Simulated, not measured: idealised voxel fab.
Module name: voxel self aligned contacts (process module)
Cross-section cut spans 255 nm and uses square cells 5 nm in size.
We lay out every cross-section as a grid of square cells and spell it out in bands from the top down, where one band means one or more rows of cells.
It is stipulated that each band's entry specify, in nanometres, the height of the top of the band and then that of its bottom, followed by the materials of the band in left-to-right sequence, each together with its width in nanometres. A single material marked by the word "edge to edge" is understood to fill the band from edge to edge; the word "empty" is understood to denote empty space.
For the purposes of this specification, 0 denotes the height below which the wafer in its as-received condition is composed wholly of one material, and the lowermost band, lacking a lower limit, extends downward without end, as expressed in "0 and below".
The notation "30->40" denotes a width that varies across the rows of cells in the band, beginning at the first number in the top row, finishing at the second number in the bottom row, and changing by an identical amount from each row to the next.
Where the words "identical to before" appear for a step, the cross-section shows no cell changed by that step; every cell remained as before.
Closed-off voids of 8+ cells (no open route to the top) go in "Closed void catalog", written width x height at distance from the left edge, in nm.
Past the settings on a step's line: simulator remark, on that step.
overlay nm, on a step with a mask: how far to the right of its planned place the mask lay; to the left if negative
The planned process steps are enumerated hereunder
- 1: RECEIVE, material Si
- 2: CONFORMAL_DEP, material SiO2, thk nm 5
- 3: DIRECTIONAL_DEP, material polySi, thk nm 25
- 4: DIRECTIONAL_DEP, material SiN, thk nm 25
- 5: PATTERN, tone cover, mask id GATE, material resist, width nm 35, pitch nm 75, thk nm 15, overlay nm 0
- 6: DIRECTIONAL_ETCH, etch materials SiN, depth nm 25
- 7: DIRECTIONAL_ETCH, etch materials polySi, depth nm 25
- 8: STRIP, etch materials resist
- 9: CONFORMAL_DEP, material SiN, thk nm 10
- 10: DIRECTIONAL_ETCH, etch materials SiN, depth nm 10
- 11: FILL_DEP, material SiO2, thk nm 15
- 12: CMP, height nm 65
- 13: MASKED_ETCH, tone open, mask id CONTACT, width nm 50, pitch nm 75, etch materials SiO2, depth nm 65, overlay nm 0
- 14: CONFORMAL_DEP, material TiN, thk nm 5
- 15: FILL_DEP, material Ru, thk nm 10
- 16: CMP, height nm 65
- 17: CONFORMAL_DEP, material SiN, thk nm 5
Cross-section of the wafer at receipt, which is the condition after step 1
	0 and below  Si edge to edge
	Closed void catalog: none
First wafer of two, sectioned at end of module; run went per plan
	70 down to 65  SiN edge to edge
	65 down to 55  SiO2 (65) / TiN (5->20) / Ru (40->10) / TiN (5->20) / SiO2 (25) / TiN (5->20) / Ru (40->10) / TiN (5->20) / SiO2 (65)
	55 down to 30  SiO2 (25) / SiN (55) / TiN (5) / Ru (10) / TiN (5) / SiN (55) / TiN (5) / Ru (10) / TiN (5) / SiN (55) / SiO2 (25)
	30 down to 5  SiO2 (25) / SiN (10) / polySi (35) / SiN (10) / TiN (5) / Ru (10) / TiN (5) / SiN (10) / polySi (35) / SiN (10) / TiN (5) / Ru (10) / TiN (5) / SiN (10) / polySi (35) / SiN (10) / SiO2 (25)
	5 down to 0  SiO2 (80) / TiN (20) / SiO2 (55) / TiN (20) / SiO2 (80)
	0 and below  Si edge to edge
	Closed void catalog: none
What the second wafer looks like in cross-section once the module is done. Its start and its plan matched the first wafer's exactly; what differed was one mistake in how it was run
	70 down to 65  SiN edge to edge
	65 down to 55  SiO2 (65) / TiN (5->20) / Ru (40->10) / TiN (5->20) / SiO2 (25) / TiN (5->20) / Ru (40->10) / TiN (5->20) / SiO2 (65)
	55 down to 30  SiO2 (25) / SiN (55) / TiN (5) / Ru (10) / TiN (5) / SiN (55) / TiN (5) / Ru (10) / TiN (5) / SiN (55) / SiO2 (25)
	30 down to 15  SiO2 (25) / SiN (10) / polySi (35) / SiN (10) / TiN (5) / Ru (10) / TiN (5) / SiN (10) / polySi (35) / SiN (10) / TiN (5) / Ru (10) / TiN (5) / SiN (10) / polySi (35) / SiN (10) / SiO2 (25)
	15 down to 10  SiO2 (25) / SiN (10) / polySi (35) / SiN (10) / TiN (20) / SiN (10) / polySi (35) / SiN (10) / TiN (20) / SiN (10) / polySi (35) / SiN (10) / SiO2 (25)
	10 down to 5  SiO2 (25) / SiN (10) / polySi (35) / SiN (10) / SiO2 (20) / SiN (10) / polySi (35) / SiN (10) / SiO2 (20) / SiN (10) / polySi (35) / SiN (10) / SiO2 (25)
	5 down to 0  SiO2 edge to edge
	0 and below  Si edge to edge
	Closed void catalog: none
Where did the run depart from the plan? planned and actual differ for step 13; actual: MASKED_ETCH, tone open, mask id CONTACT, width nm 50, pitch nm 75, etch materials SiO2, depth nm 55, overlay nm 0
Cell-count delta at end, second wafer over first, by material: Ru -8; SiO2 +16; TiN -8
